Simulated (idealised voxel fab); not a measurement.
You're looking at the process module voxel self aligned vias.
Each square cell in cross-section cut measures 5 nm, and the section as a whole is 280 nm wide.
Heads up, the way a cross-section reads in here is a grid of square cells, handed over as bands from the top down, with every band being one or more rows of cells. This entry defines a band. It first specifies the height of the band's top and the height of its bottom in nm, and then specifies the band's materials from left to right, stating each material with its width in nm. The word "everywhere" identifies a single material that fills the band from edge to edge, while the word "empty" identifies empty space. Height 0 is the level under which the wafer as received is all one material. The lowest band goes on downwards, as in "0 down". Width "30..40": first value at the band's top row of cells, second value at its bottom row, equal change from row to row. Reading "identical to before" for a step: not a cell of the cross-section changed in it. Empty spaces without an open route to the top, at least 8 cells in extent, make up the entry "Unvented voids"; each is given as width x height at distance, where the distance is measured from the left edge, and all are in nm. Text after the settings on a step's line: the simulator's own remark on that step. overlay nm, on a step with a mask: how far to the right of its planned place the mask lay; to the left if negative.
Listed below are the process steps as planned:
1: RECEIVE (material Si)
2: CONFORMAL_DEP (material SiO2; thk nm 10)
3: CONFORMAL_DEP (material SiCN; thk nm 5)
4: DIRECTIONAL_DEP (material lowk; thk nm 20)
5: DIRECTIONAL_DEP (material aC; thk nm 10)
6: PATTERN (tone open; mask id LINES; material resist; width nm 30; pitch nm 65; thk nm 30; overlay nm 0)
7: DIRECTIONAL_ETCH (etch materials aC; depth nm 10)
8: STRIP (etch materials resist)
9: DIRECTIONAL_ETCH (etch materials lowk; depth nm 20)
10: STRIP (etch materials aC)
11: CONFORMAL_DEP (material TiN; thk nm 5)
12: FILL_DEP (material W; thk nm 10)
13: CMP (height nm 35)
14: SELECTIVE_ETCH (etch materials W Ru TiN; depth nm 5)
15: FILL_DEP (material SiN; thk nm 5)
16: CMP (height nm 35)
17: DIRECTIONAL_DEP (material lowk; thk nm 20)
18: PATTERN (tone open; mask id VIAS; material resist; width nm 40; thk nm 20; overlay nm 0)
19: DIRECTIONAL_ETCH (etch materials lowk; depth nm 20)
20: DIRECTIONAL_ETCH (etch materials SiN; depth nm 5)
21: STRIP (etch materials resist)
22: CONFORMAL_DEP (material TiN; thk nm 5)
23: FILL_DEP (material Cu; thk nm 5)
24: CMP (height nm 55)
25: CONFORMAL_DEP (material SiN; thk nm 5)
Cross-section: wafer on arrival = after step 1:
0 down = Si everywhere
Unvented voids: none
Result of the module, cross-sectioned: start per above, plan per above, one error in how it was run:
60 to 55 = SiN everywhere
55 to 40 = lowk=85; TiN=5; Cu=30; TiN=5; lowk=155
40 to 35 = lowk=85; TiN=10; Cu=25; TiN=5; lowk=155
35 to 30 = lowk=90; TiN=35; lowk=30; SiN=35; lowk=90
30 to 20 = lowk=90; TiN=5; W=25; TiN=5; lowk=30; TiN=5; W=25; TiN=5; lowk=90
20 to 15 = lowk=90; TiN=35; lowk=30; TiN=35; lowk=90
15 to 10 = SiCN everywhere
10 to 0 = SiO2 everywhere
0 down = Si everywhere
Unvented voids: none
Where did the run depart from the plan? note that step 6 departed from the planned setting and was carried out as PATTERN (tone open; mask id LINES; material resist; width nm 35; pitch nm 65; thk nm 30; overlay nm 0)
